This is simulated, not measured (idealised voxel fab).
Proc. module: voxel wiring stack
Square cell edge 5 nm, section width 280 nm, ID cut.
Just so we're on the same page, the cross-sections are grids of square cells, and they're listed out in bands top to bottom, each band one or more rows deep. Band entry format. Leading values: height of top, height of bottom, nm. Remainder: materials in left-to-right order, each with its width in nm. Special words: "everywhere" on a single material, which then fills the band edge to edge; "empty", empty space. Height 0 is the level under which the wafer as received is all one material. The lowest band goes on downwards, as in "0 -> down". Note: "30 to 40" means the width goes from the first number (top row of the band) to the second number (bottom row) in equal steps per row of cells. "remained the same" for a step: no cell of the cross-section changed in that step. "Closed void catalog" means: voids of 8 cells or more that are shut off from the top with no open way through. Written width x height at distance, distance from the left edge, in nm. If you see something after the settings on a step's line, that's the simulator's own remark about that step. "overlay nm" denotes, for a step that has a mask, the displacement of the mask to the right of its planned place, with negative values corresponding to the left.

# Planned step list for the process
1: RECEIVE | material Si
2: CONFORMAL_DEP | material SiO2 | thk nm 10
3: CONFORMAL_DEP | material SiN | thk nm 5
4: DIRECTIONAL_DEP | material lowk | thk nm 25
5: PATTERN | tone open | mask id METAL_1 | material resist | width nm 30 | pitch nm 60 | thk nm 15 | overlay nm 0
6: DIRECTIONAL_ETCH | etch materials lowk | depth nm 25
7: DIRECTIONAL_ETCH | etch materials SiN | depth nm 5
8: STRIP | etch materials resist
9: CONFORMAL_DEP | material TiN | thk nm 5
10: FILL_DEP | material W | thk nm 5
11: CMP | height nm 40
12: CONFORMAL_DEP | material SiCN | thk nm 5
13: DIRECTIONAL_DEP | material lowk | thk nm 20
14: DIRECTIONAL_DEP | material aC | thk nm 15
15: PATTERN | tone open | mask id PLUG_1 | material resist | width nm 15 | pitch nm 120 | thk nm 30 | overlay nm 0
16: DIRECTIONAL_ETCH | etch materials aC | depth nm 15
17: STRIP | etch materials resist
18: DIRECTIONAL_ETCH | etch materials lowk | depth nm 20
19: DIRECTIONAL_ETCH | etch materials SiCN | depth nm 5
20: STRIP | etch materials aC
21: EPI | material Ru | thk nm 10
22: EPI | material Ru | thk nm 10
23: EPI | material Ru | thk nm 5
24: CONFORMAL_DEP | material SiCN | thk nm 5
25: DIRECTIONAL_DEP | material lowk | thk nm 25
26: MASKED_ETCH | tone open | mask id METAL_2 | width nm 30 | pitch nm 60 | etch materials lowk | depth nm 25 | overlay nm 0
27: MASKED_ETCH | tone open | mask id METAL_2 | width nm 30 | pitch nm 60 | etch materials SiCN | depth nm 5 | overlay nm 0
28: CONFORMAL_DEP | material TiN | thk nm 5
29: FILL_DEP | material Cu | thk nm 10
30: CMP | height nm 95
31: CONFORMAL_DEP | material SiCN | thk nm 5
32: DIRECTIONAL_DEP | material SiO2 | thk nm 35
33: DIRECTIONAL_DEP | material aC | thk nm 10
34: PATTERN | tone open | mask id METAL_3 | material resist | width nm 30 | pitch nm 60 | thk nm 30 | overlay nm 0
35: DIRECTIONAL_ETCH | etch materials aC | depth nm 10
36: STRIP | etch materials resist
37: DIRECTIONAL_ETCH | etch materials SiO2 | depth nm 20
38: STRIP | etch materials aC
39: PATTERN | tone open | mask id METAL_3_HOLES | material resist | width nm 15 | pitch nm 120 | thk nm 15 | overlay nm 0
40: DIRECTIONAL_ETCH | etch materials SiO2 | depth nm 15
41: DIRECTIONAL_ETCH | etch materials SiCN | depth nm 5
42: STRIP | etch materials resist
43: CONFORMAL_DEP | material TiN | thk nm 5
44: FILL_DEP | material Cu | thk nm 10
45: CMP | height nm 135
46: CONFORMAL_DEP | material SiN | thk nm 5

# Run as planned: first of two wafers

# As-received state of the wafer in cross-section, equivalent to post-step 1
  0 -> down | Si everywhere
  Closed void catalog: none

# You're looking at a cross-section of the wafer after step 2
  10 -> 0 | SiO2 everywhere
  Everything under 0 stays put, no change at all.

# You're looking at a cross-section of the wafer after step 3
  15 -> 10 | SiN everywhere
  Everything under 10 stays put, no change at all.

# You're looking at a cross-section of the wafer after step 4
  40 -> 15 | lowk everywhere
  Everything under 15 stays put, no change at all.

# You're looking at a cross-section of the wafer after step 5
  55 -> 40 | 65 resist / 30 empty / 30 resist / 30 empty / 30 resist / 30 empty / 65 resist
  Everything under 40 stays put, no change at all.

# You're looking at a cross-section of the wafer after step 6
  55 -> 40 | 65 resist / 30 empty / 30 resist / 30 empty / 30 resist / 30 empty / 65 resist
  40 -> 15 | 65 lowk / 30 empty / 30 lowk / 30 empty / 30 lowk / 30 empty / 65 lowk
  Everything under 15 stays put, no change at all.

# You're looking at a cross-section of the wafer after step 7
  55 -> 40 | 65 resist / 30 empty / 30 resist / 30 empty / 30 resist / 30 empty / 65 resist
  40 -> 15 | 65 lowk / 30 empty / 30 lowk / 30 empty / 30 lowk / 30 empty / 65 lowk
  15 -> 10 | 65 SiN / 30 empty / 30 SiN / 30 empty / 30 SiN / 30 empty / 65 SiN
  Everything under 10 stays put, no change at all.

# You're looking at a cross-section of the wafer after step 8
  40 -> 15 | 65 lowk / 30 empty / 30 lowk / 30 empty / 30 lowk / 30 empty / 65 lowk
  Everything under 15 stays put, no change at all.

# You're looking at a cross-section of the wafer after step 9
  45 -> 40 | 70 TiN / 20 empty / 40 TiN / 20 empty / 40 TiN / 20 empty / 70 TiN
  40 -> 15 | 65 lowk / 5 TiN / 20 empty / 5 TiN / 30 lowk / 5 TiN / 20 empty / 5 TiN / 30 lowk / 5 TiN / 20 empty / 5 TiN / 65 lowk
  15 -> 10 | 65 SiN / 30 TiN / 30 SiN / 30 TiN / 30 SiN / 30 TiN / 65 SiN
  Everything under 10 stays put, no change at all.

# You're looking at a cross-section of the wafer after step 10
  50 -> 45 | W everywhere
  45 -> 40 | 70 TiN / 20 W / 40 TiN / 20 W / 40 TiN / 20 W / 70 TiN
  40 -> 15 | 65 lowk / 5 TiN / 20 W / 5 TiN / 30 lowk / 5 TiN / 20 W / 5 TiN / 30 lowk / 5 TiN / 20 W / 5 TiN / 65 lowk
  Everything under 15 stays put, no change at all.

# You're looking at a cross-section of the wafer after step 11
  40 -> 15 | 65 lowk / 5 TiN / 20 W / 5 TiN / 30 lowk / 5 TiN / 20 W / 5 TiN / 30 lowk / 5 TiN / 20 W / 5 TiN / 65 lowk
  Everything under 15 stays put, no change at all.

# You're looking at a cross-section of the wafer after step 12
  45 -> 40 | SiCN everywhere
  Everything under 40 stays put, no change at all.

# You're looking at a cross-section of the wafer after step 13
  65 -> 45 | lowk everywhere
  Everything under 45 stays put, no change at all.

# You're looking at a cross-section of the wafer after step 14
  80 -> 65 | aC everywhere
  Everything under 65 stays put, no change at all.

# You're looking at a cross-section of the wafer after step 15
  110 -> 80 | 65 resist / 15 empty / 105 resist / 15 empty / 80 resist
  Everything under 80 stays put, no change at all.

# You're looking at a cross-section of the wafer after step 16
  95 -> 80 | 65 resist / 15 empty / 105 resist / 15 empty / 80 resist
  80 -> 65 | 65 aC / 15 empty / 105 aC / 15 empty / 80 aC
  Everything under 65 stays put, no change at all.

# You're looking at a cross-section of the wafer after step 17
  80 -> 65 | 65 aC / 15 empty / 105 aC / 15 empty / 80 aC
  Everything under 65 stays put, no change at all.

# You're looking at a cross-section of the wafer after step 18
  80 -> 65 | 65 aC / 15 empty / 105 aC / 15 empty / 80 aC
  65 -> 45 | 65 lowk / 15 empty / 105 lowk / 15 empty / 80 lowk
  Everything under 45 stays put, no change at all.

# You're looking at a cross-section of the wafer after step 19
  80 -> 65 | 65 aC / 15 empty / 105 aC / 15 empty / 80 aC
  65 -> 45 | 65 lowk / 15 empty / 105 lowk / 15 empty / 80 lowk
  45 -> 40 | 65 SiCN / 15 empty / 105 SiCN / 15 empty / 80 SiCN
  Everything under 40 stays put, no change at all.

# You're looking at a cross-section of the wafer after step 20
  65 -> 45 | 65 lowk / 15 empty / 105 lowk / 15 empty / 80 lowk
  Everything under 45 stays put, no change at all.

# You're looking at a cross-section of the wafer after step 21
  65 -> 50 | 65 lowk / 15 empty / 105 lowk / 15 empty / 80 lowk
  50 -> 45 | 65 lowk / 15 Ru / 105 lowk / 15 Ru / 80 lowk
  45 -> 40 | 65 SiCN / 15 Ru / 105 SiCN / 15 Ru / 80 SiCN
  Everything under 40 stays put, no change at all.

# You're looking at a cross-section of the wafer after step 22
  65 -> 60 | 65 lowk / 15 empty / 105 lowk / 15 empty / 80 lowk
  60 -> 45 | 65 lowk / 15 Ru / 105 lowk / 15 Ru / 80 lowk
  Everything under 45 stays put, no change at all.

# You're looking at a cross-section of the wafer after step 23
  65 -> 45 | 65 lowk / 15 Ru / 105 lowk / 15 Ru / 80 lowk
  Everything under 45 stays put, no change at all.

# You're looking at a cross-section of the wafer after step 24
  70 -> 65 | SiCN everywhere
  Everything under 65 stays put, no change at all.

# You're looking at a cross-section of the wafer after step 25
  95 -> 70 | lowk everywhere
  Everything under 70 stays put, no change at all.

# You're looking at a cross-section of the wafer after step 26
  95 -> 70 | 65 lowk / 30 empty / 30 lowk / 30 empty / 30 lowk / 30 empty / 65 lowk
  Everything under 70 stays put, no change at all.

# You're looking at a cross-section of the wafer after step 27
  95 -> 70 | 65 lowk / 30 empty / 30 lowk / 30 empty / 30 lowk / 30 empty / 65 lowk
  70 -> 65 | 65 SiCN / 30 empty / 30 SiCN / 30 empty / 30 SiCN / 30 empty / 65 SiCN
  Everything under 65 stays put, no change at all.

# You're looking at a cross-section of the wafer after step 28
  100 -> 95 | 70 TiN / 20 empty / 40 TiN / 20 empty / 40 TiN / 20 empty / 70 TiN
  95 -> 70 | 65 lowk / 5 TiN / 20 empty / 5 TiN / 30 lowk / 5 TiN / 20 empty / 5 TiN / 30 lowk / 5 TiN / 20 empty / 5 TiN / 65 lowk
  70 -> 65 | 65 SiCN / 30 TiN / 30 SiCN / 30 TiN / 30 SiCN / 30 TiN / 65 SiCN
  Everything under 65 stays put, no change at all.

# You're looking at a cross-section of the wafer after step 29
  110 -> 100 | Cu everywhere
  100 -> 95 | 70 TiN / 20 Cu / 40 TiN / 20 Cu / 40 TiN / 20 Cu / 70 TiN
  95 -> 70 | 65 lowk / 5 TiN / 20 Cu / 5 TiN / 30 lowk / 5 TiN / 20 Cu / 5 TiN / 30 lowk / 5 TiN / 20 Cu / 5 TiN / 65 lowk
  Everything under 70 stays put, no change at all.

# You're looking at a cross-section of the wafer after step 30
  95 -> 70 | 65 lowk / 5 TiN / 20 Cu / 5 TiN / 30 lowk / 5 TiN / 20 Cu / 5 TiN / 30 lowk / 5 TiN / 20 Cu / 5 TiN / 65 lowk
  Everything under 70 stays put, no change at all.

# You're looking at a cross-section of the wafer after step 31
  100 -> 95 | SiCN everywhere
  Everything under 95 stays put, no change at all.

# You're looking at a cross-section of the wafer after step 32
  135 -> 100 | SiO2 everywhere
  Everything under 100 stays put, no change at all.

# You're looking at a cross-section of the wafer after step 33
  145 -> 135 | aC everywhere
  Everything under 135 stays put, no change at all.

# You're looking at a cross-section of the wafer after step 34
  175 -> 145 | 65 resist / 30 empty / 30 resist / 30 empty / 30 resist / 30 empty / 65 resist
  Everything under 145 stays put, no change at all.

# You're looking at a cross-section of the wafer after step 35
  165 -> 145 | 65 resist / 30 empty / 30 resist / 30 empty / 30 resist / 30 empty / 65 resist
  145 -> 135 | 65 aC / 30 empty / 30 aC / 30 empty / 30 aC / 30 empty / 65 aC
  Everything under 135 stays put, no change at all.

# You're looking at a cross-section of the wafer after step 36
  145 -> 135 | 65 aC / 30 empty / 30 aC / 30 empty / 30 aC / 30 empty / 65 aC
  Everything under 135 stays put, no change at all.

# You're looking at a cross-section of the wafer after step 37
  145 -> 135 | 65 aC / 30 empty / 30 aC / 30 empty / 30 aC / 30 empty / 65 aC
  135 -> 115 | 65 SiO2 / 30 empty / 30 SiO2 / 30 empty / 30 SiO2 / 30 empty / 65 SiO2
  Everything under 115 stays put, no change at all.

# You're looking at a cross-section of the wafer after step 38
  135 -> 115 | 65 SiO2 / 30 empty / 30 SiO2 / 30 empty / 30 SiO2 / 30 empty / 65 SiO2
  Everything under 115 stays put, no change at all.

# You're looking at a cross-section of the wafer after step 39
  150 -> 135 | 65 resist / 15 empty / 105 resist / 15 empty / 80 resist
  135 -> 115 | 65 SiO2 / 15 empty / 15 resist / 30 SiO2 / 30 resist / 30 SiO2 / 15 empty / 15 resist / 65 SiO2
  Everything under 115 stays put, no change at all.

# You're looking at a cross-section of the wafer after step 40
  150 -> 135 | 65 resist / 15 empty / 105 resist / 15 empty / 80 resist
  135 -> 115 | 65 SiO2 / 15 empty / 15 resist / 30 SiO2 / 30 resist / 30 SiO2 / 15 empty / 15 resist / 65 SiO2
  115 -> 100 | 65 SiO2 / 15 empty / 105 SiO2 / 15 empty / 80 SiO2
  Everything under 100 stays put, no change at all.

# You're looking at a cross-section of the wafer after step 41
  150 -> 135 | 65 resist / 15 empty / 105 resist / 15 empty / 80 resist
  135 -> 115 | 65 SiO2 / 15 empty / 15 resist / 30 SiO2 / 30 resist / 30 SiO2 / 15 empty / 15 resist / 65 SiO2
  115 -> 100 | 65 SiO2 / 15 empty / 105 SiO2 / 15 empty / 80 SiO2
  100 -> 95 | 65 SiCN / 15 empty / 105 SiCN / 15 empty / 80 SiCN
  Everything under 95 stays put, no change at all.

# You're looking at a cross-section of the wafer after step 42
  135 -> 115 | 65 SiO2 / 30 empty / 30 SiO2 / 30 empty / 30 SiO2 / 30 empty / 65 SiO2
  Everything under 115 stays put, no change at all.

# You're looking at a cross-section of the wafer after step 43
  140 -> 135 | 70 TiN / 20 empty / 40 TiN / 20 empty / 40 TiN / 20 empty / 70 TiN
  135 -> 120 | 65 SiO2 / 5 TiN / 20 empty / 5 TiN / 30 SiO2 / 5 TiN / 20 empty / 5 TiN / 30 SiO2 / 5 TiN / 20 empty / 5 TiN / 65 SiO2
  120 -> 115 | 65 SiO2 / 5 TiN / 5 empty / 20 TiN / 30 SiO2 / 30 TiN / 30 SiO2 / 5 TiN / 5 empty / 20 TiN / 65 SiO2
  115 -> 100 | 65 SiO2 / 5 TiN / 5 empty / 5 TiN / 105 SiO2 / 5 TiN / 5 empty / 5 TiN / 80 SiO2
  100 -> 95 | 65 SiCN / 15 TiN / 105 SiCN / 15 TiN / 80 SiCN
  Everything under 95 stays put, no change at all.

# You're looking at a cross-section of the wafer after step 44
  150 -> 140 | Cu everywhere
  140 -> 135 | 70 TiN / 20 Cu / 40 TiN / 20 Cu / 40 TiN / 20 Cu / 70 TiN
  135 -> 120 | 65 SiO2 / 5 TiN / 20 Cu / 5 TiN / 30 SiO2 / 5 TiN / 20 Cu / 5 TiN / 30 SiO2 / 5 TiN / 20 Cu / 5 TiN / 65 SiO2
  120 -> 115 | 65 SiO2 / 5 TiN / 5 Cu / 20 TiN / 30 SiO2 / 30 TiN / 30 SiO2 / 5 TiN / 5 Cu / 20 TiN / 65 SiO2
  115 -> 100 | 65 SiO2 / 5 TiN / 5 Cu / 5 TiN / 105 SiO2 / 5 TiN / 5 Cu / 5 TiN / 80 SiO2
  Everything under 100 stays put, no change at all.

# You're looking at a cross-section of the wafer after step 45
  135 -> 120 | 65 SiO2 / 5 TiN / 20 Cu / 5 TiN / 30 SiO2 / 5 TiN / 20 Cu / 5 TiN / 30 SiO2 / 5 TiN / 20 Cu / 5 TiN / 65 SiO2
  Everything under 120 stays put, no change at all.

# You're looking at a cross-section of the wafer after step 46
  140 -> 135 | SiN everywhere
  Everything under 135 stays put, no change at all.

# Wafer two. Same start, same plan, one slip in execution. Same as wafer one through step 4, inclusive

# Cross-section of the second wafer corresponding to the planned conclusion of step 5
  55 -> 40 | 55 resist / 30 empty / 30 resist / 30 empty / 30 resist / 30 empty / 75 resist
  Everything under 40 stays put, no change at all.

# Cross-section of the second wafer corresponding to the planned conclusion of step 6
  55 -> 40 | 55 resist / 30 empty / 30 resist / 30 empty / 30 resist / 30 empty / 75 resist
  40 -> 15 | 55 lowk / 30 empty / 30 lowk / 30 empty / 30 lowk / 30 empty / 75 lowk
  Everything under 15 stays put, no change at all.

# Cross-section of the second wafer corresponding to the planned conclusion of step 7
  55 -> 40 | 55 resist / 30 empty / 30 resist / 30 empty / 30 resist / 30 empty / 75 resist
  40 -> 15 | 55 lowk / 30 empty / 30 lowk / 30 empty / 30 lowk / 30 empty / 75 lowk
  15 -> 10 | 55 SiN / 30 empty / 30 SiN / 30 empty / 30 SiN / 30 empty / 75 SiN
  Everything under 10 stays put, no change at all.

# Cross-section of the second wafer corresponding to the planned conclusion of step 8
  40 -> 15 | 55 lowk / 30 empty / 30 lowk / 30 empty / 30 lowk / 30 empty / 75 lowk
  Everything under 15 stays put, no change at all.

# Cross-section of the second wafer corresponding to the planned conclusion of step 9
  45 -> 40 | 60 TiN / 20 empty / 40 TiN / 20 empty / 40 TiN / 20 empty / 80 TiN
  40 -> 15 | 55 lowk / 5 TiN / 20 empty / 5 TiN / 30 lowk / 5 TiN / 20 empty / 5 TiN / 30 lowk / 5 TiN / 20 empty / 5 TiN / 75 lowk
  15 -> 10 | 55 SiN / 30 TiN / 30 SiN / 30 TiN / 30 SiN / 30 TiN / 75 SiN
  Everything under 10 stays put, no change at all.

# Cross-section of the second wafer corresponding to the planned conclusion of step 10
  50 -> 45 | W everywhere
  45 -> 40 | 60 TiN / 20 W / 40 TiN / 20 W / 40 TiN / 20 W / 80 TiN
  40 -> 15 | 55 lowk / 5 TiN / 20 W / 5 TiN / 30 lowk / 5 TiN / 20 W / 5 TiN / 30 lowk / 5 TiN / 20 W / 5 TiN / 75 lowk
  Everything under 15 stays put, no change at all.

# Cross-section of the second wafer corresponding to the planned conclusion of step 11
  40 -> 15 | 55 lowk / 5 TiN / 20 W / 5 TiN / 30 lowk / 5 TiN / 20 W / 5 TiN / 30 lowk / 5 TiN / 20 W / 5 TiN / 75 lowk
  Everything under 15 stays put, no change at all.

# Cross-section of the second wafer corresponding to the planned conclusion of step 12
  45 -> 40 | SiCN everywhere
  Everything under 40 stays put, no change at all.

# Cross-section of the second wafer corresponding to the planned conclusion of step 13
  65 -> 45 | lowk everywhere
  Everything under 45 stays put, no change at all.

# Cross-section of the second wafer corresponding to the planned conclusion of step 14
  80 -> 65 | aC everywhere
  Everything under 65 stays put, no change at all.

# Cross-section of the second wafer corresponding to the planned conclusion of step 15
  110 -> 80 | 65 resist / 15 empty / 105 resist / 15 empty / 80 resist
  Everything under 80 stays put, no change at all.

# Cross-section of the second wafer corresponding to the planned conclusion of step 16
  95 -> 80 | 65 resist / 15 empty / 105 resist / 15 empty / 80 resist
  80 -> 65 | 65 aC / 15 empty / 105 aC / 15 empty / 80 aC
  Everything under 65 stays put, no change at all.

# Cross-section of the second wafer corresponding to the planned conclusion of step 17
  80 -> 65 | 65 aC / 15 empty / 105 aC / 15 empty / 80 aC
  Everything under 65 stays put, no change at all.

# Cross-section of the second wafer corresponding to the planned conclusion of step 18
  80 -> 65 | 65 aC / 15 empty / 105 aC / 15 empty / 80 aC
  65 -> 45 | 65 lowk / 15 empty / 105 lowk / 15 empty / 80 lowk
  Everything under 45 stays put, no change at all.

# Cross-section of the second wafer corresponding to the planned conclusion of step 19
  80 -> 65 | 65 aC / 15 empty / 105 aC / 15 empty / 80 aC
  65 -> 45 | 65 lowk / 15 empty / 105 lowk / 15 empty / 80 lowk
  45 -> 40 | 65 SiCN / 15 empty / 105 SiCN / 15 empty / 80 SiCN
  Everything under 40 stays put, no change at all.

# Cross-section of the second wafer corresponding to the planned conclusion of step 20
  65 -> 45 | 65 lowk / 15 empty / 105 lowk / 15 empty / 80 lowk
  Everything under 45 stays put, no change at all.

# Cross-section of the second wafer corresponding to the planned conclusion of step 21
  65 -> 50 | 65 lowk / 15 empty / 105 lowk / 15 empty / 80 lowk
  50 -> 45 | 65 lowk / 15 Ru / 105 lowk / 15 Ru / 80 lowk
  45 -> 40 | 65 SiCN / 15 Ru / 105 SiCN / 15 Ru / 80 SiCN
  Everything under 40 stays put, no change at all.

# Cross-section of the second wafer corresponding to the planned conclusion of step 22
  65 -> 60 | 65 lowk / 15 empty / 105 lowk / 15 empty / 80 lowk
  60 -> 45 | 65 lowk / 15 Ru / 105 lowk / 15 Ru / 80 lowk
  Everything under 45 stays put, no change at all.

# Cross-section of the second wafer corresponding to the planned conclusion of step 23
  65 -> 45 | 65 lowk / 15 Ru / 105 lowk / 15 Ru / 80 lowk
  Everything under 45 stays put, no change at all.

# Cross-section of the second wafer corresponding to the planned conclusion of step 24
  70 -> 65 | SiCN everywhere
  Everything under 65 stays put, no change at all.

# Cross-section of the second wafer corresponding to the planned conclusion of step 25
  95 -> 70 | lowk everywhere
  Everything under 70 stays put, no change at all.

# Cross-section of the second wafer corresponding to the planned conclusion of step 26
  95 -> 70 | 65 lowk / 30 empty / 30 lowk / 30 empty / 30 lowk / 30 empty / 65 lowk
  Everything under 70 stays put, no change at all.

# Cross-section of the second wafer corresponding to the planned conclusion of step 27
  95 -> 70 | 65 lowk / 30 empty / 30 lowk / 30 empty / 30 lowk / 30 empty / 65 lowk
  70 -> 65 | 65 SiCN / 30 empty / 30 SiCN / 30 empty / 30 SiCN / 30 empty / 65 SiCN
  Everything under 65 stays put, no change at all.

# Cross-section of the second wafer corresponding to the planned conclusion of step 28
  100 -> 95 | 70 TiN / 20 empty / 40 TiN / 20 empty / 40 TiN / 20 empty / 70 TiN
  95 -> 70 | 65 lowk / 5 TiN / 20 empty / 5 TiN / 30 lowk / 5 TiN / 20 empty / 5 TiN / 30 lowk / 5 TiN / 20 empty / 5 TiN / 65 lowk
  70 -> 65 | 65 SiCN / 30 TiN / 30 SiCN / 30 TiN / 30 SiCN / 30 TiN / 65 SiCN
  Everything under 65 stays put, no change at all.

# Cross-section of the second wafer corresponding to the planned conclusion of step 29
  110 -> 100 | Cu everywhere
  100 -> 95 | 70 TiN / 20 Cu / 40 TiN / 20 Cu / 40 TiN / 20 Cu / 70 TiN
  95 -> 70 | 65 lowk / 5 TiN / 20 Cu / 5 TiN / 30 lowk / 5 TiN / 20 Cu / 5 TiN / 30 lowk / 5 TiN / 20 Cu / 5 TiN / 65 lowk
  Everything under 70 stays put, no change at all.

# Cross-section of the second wafer corresponding to the planned conclusion of step 30
  95 -> 70 | 65 lowk / 5 TiN / 20 Cu / 5 TiN / 30 lowk / 5 TiN / 20 Cu / 5 TiN / 30 lowk / 5 TiN / 20 Cu / 5 TiN / 65 lowk
  Everything under 70 stays put, no change at all.

# Cross-section of the second wafer corresponding to the planned conclusion of step 31
  100 -> 95 | SiCN everywhere
  Everything under 95 stays put, no change at all.

# Cross-section of the second wafer corresponding to the planned conclusion of step 32
  135 -> 100 | SiO2 everywhere
  Everything under 100 stays put, no change at all.

# Cross-section of the second wafer corresponding to the planned conclusion of step 33
  145 -> 135 | aC everywhere
  Everything under 135 stays put, no change at all.

# Cross-section of the second wafer corresponding to the planned conclusion of step 34
  175 -> 145 | 65 resist / 30 empty / 30 resist / 30 empty / 30 resist / 30 empty / 65 resist
  Everything under 145 stays put, no change at all.

# Cross-section of the second wafer corresponding to the planned conclusion of step 35
  165 -> 145 | 65 resist / 30 empty / 30 resist / 30 empty / 30 resist / 30 empty / 65 resist
  145 -> 135 | 65 aC / 30 empty / 30 aC / 30 empty / 30 aC / 30 empty / 65 aC
  Everything under 135 stays put, no change at all.

# Cross-section of the second wafer corresponding to the planned conclusion of step 36
  145 -> 135 | 65 aC / 30 empty / 30 aC / 30 empty / 30 aC / 30 empty / 65 aC
  Everything under 135 stays put, no change at all.

# Cross-section of the second wafer corresponding to the planned conclusion of step 37
  145 -> 135 | 65 aC / 30 empty / 30 aC / 30 empty / 30 aC / 30 empty / 65 aC
  135 -> 115 | 65 SiO2 / 30 empty / 30 SiO2 / 30 empty / 30 SiO2 / 30 empty / 65 SiO2
  Everything under 115 stays put, no change at all.

# Cross-section of the second wafer corresponding to the planned conclusion of step 38
  135 -> 115 | 65 SiO2 / 30 empty / 30 SiO2 / 30 empty / 30 SiO2 / 30 empty / 65 SiO2
  Everything under 115 stays put, no change at all.

# Cross-section of the second wafer corresponding to the planned conclusion of step 39
  150 -> 135 | 65 resist / 15 empty / 105 resist / 15 empty / 80 resist
  135 -> 115 | 65 SiO2 / 15 empty / 15 resist / 30 SiO2 / 30 resist / 30 SiO2 / 15 empty / 15 resist / 65 SiO2
  Everything under 115 stays put, no change at all.

# Cross-section of the second wafer corresponding to the planned conclusion of step 40
  150 -> 135 | 65 resist / 15 empty / 105 resist / 15 empty / 80 resist
  135 -> 115 | 65 SiO2 / 15 empty / 15 resist / 30 SiO2 / 30 resist / 30 SiO2 / 15 empty / 15 resist / 65 SiO2
  115 -> 100 | 65 SiO2 / 15 empty / 105 SiO2 / 15 empty / 80 SiO2
  Everything under 100 stays put, no change at all.

# Cross-section of the second wafer corresponding to the planned conclusion of step 41
  150 -> 135 | 65 resist / 15 empty / 105 resist / 15 empty / 80 resist
  135 -> 115 | 65 SiO2 / 15 empty / 15 resist / 30 SiO2 / 30 resist / 30 SiO2 / 15 empty / 15 resist / 65 SiO2
  115 -> 100 | 65 SiO2 / 15 empty / 105 SiO2 / 15 empty / 80 SiO2
  100 -> 95 | 65 SiCN / 15 empty / 105 SiCN / 15 empty / 80 SiCN
  Everything under 95 stays put, no change at all.

# Cross-section of the second wafer corresponding to the planned conclusion of step 42
  135 -> 115 | 65 SiO2 / 30 empty / 30 SiO2 / 30 empty / 30 SiO2 / 30 empty / 65 SiO2
  Everything under 115 stays put, no change at all.

# Cross-section of the second wafer corresponding to the planned conclusion of step 43
  140 -> 135 | 70 TiN / 20 empty / 40 TiN / 20 empty / 40 TiN / 20 empty / 70 TiN
  135 -> 120 | 65 SiO2 / 5 TiN / 20 empty / 5 TiN / 30 SiO2 / 5 TiN / 20 empty / 5 TiN / 30 SiO2 / 5 TiN / 20 empty / 5 TiN / 65 SiO2
  120 -> 115 | 65 SiO2 / 5 TiN / 5 empty / 20 TiN / 30 SiO2 / 30 TiN / 30 SiO2 / 5 TiN / 5 empty / 20 TiN / 65 SiO2
  115 -> 100 | 65 SiO2 / 5 TiN / 5 empty / 5 TiN / 105 SiO2 / 5 TiN / 5 empty / 5 TiN / 80 SiO2
  100 -> 95 | 65 SiCN / 15 TiN / 105 SiCN / 15 TiN / 80 SiCN
  Everything under 95 stays put, no change at all.

# Cross-section of the second wafer corresponding to the planned conclusion of step 44
  150 -> 140 | Cu everywhere
  140 -> 135 | 70 TiN / 20 Cu / 40 TiN / 20 Cu / 40 TiN / 20 Cu / 70 TiN
  135 -> 120 | 65 SiO2 / 5 TiN / 20 Cu / 5 TiN / 30 SiO2 / 5 TiN / 20 Cu / 5 TiN / 30 SiO2 / 5 TiN / 20 Cu / 5 TiN / 65 SiO2
  120 -> 115 | 65 SiO2 / 5 TiN / 5 Cu / 20 TiN / 30 SiO2 / 30 TiN / 30 SiO2 / 5 TiN / 5 Cu / 20 TiN / 65 SiO2
  115 -> 100 | 65 SiO2 / 5 TiN / 5 Cu / 5 TiN / 105 SiO2 / 5 TiN / 5 Cu / 5 TiN / 80 SiO2
  Everything under 100 stays put, no change at all.

# Cross-section of the second wafer corresponding to the planned conclusion of step 45
  135 -> 120 | 65 SiO2 / 5 TiN / 20 Cu / 5 TiN / 30 SiO2 / 5 TiN / 20 Cu / 5 TiN / 30 SiO2 / 5 TiN / 20 Cu / 5 TiN / 65 SiO2
  Everything under 120 stays put, no change at all.

# Cross-section of the second wafer corresponding to the planned conclusion of step 46
  140 -> 135 | SiN everywhere
  Everything under 135 stays put, no change at all.
Heads up, the wafer didn't run the way we planned it: step 5: run off-plan, actual operation and settings PATTERN | tone open | mask id METAL_1 | material resist | width nm 30 | pitch nm 60 | thk nm 15 | overlay nm -10
Tallied in cells, the final second wafer holds each material in the same quantity as the first, although not at the same places.
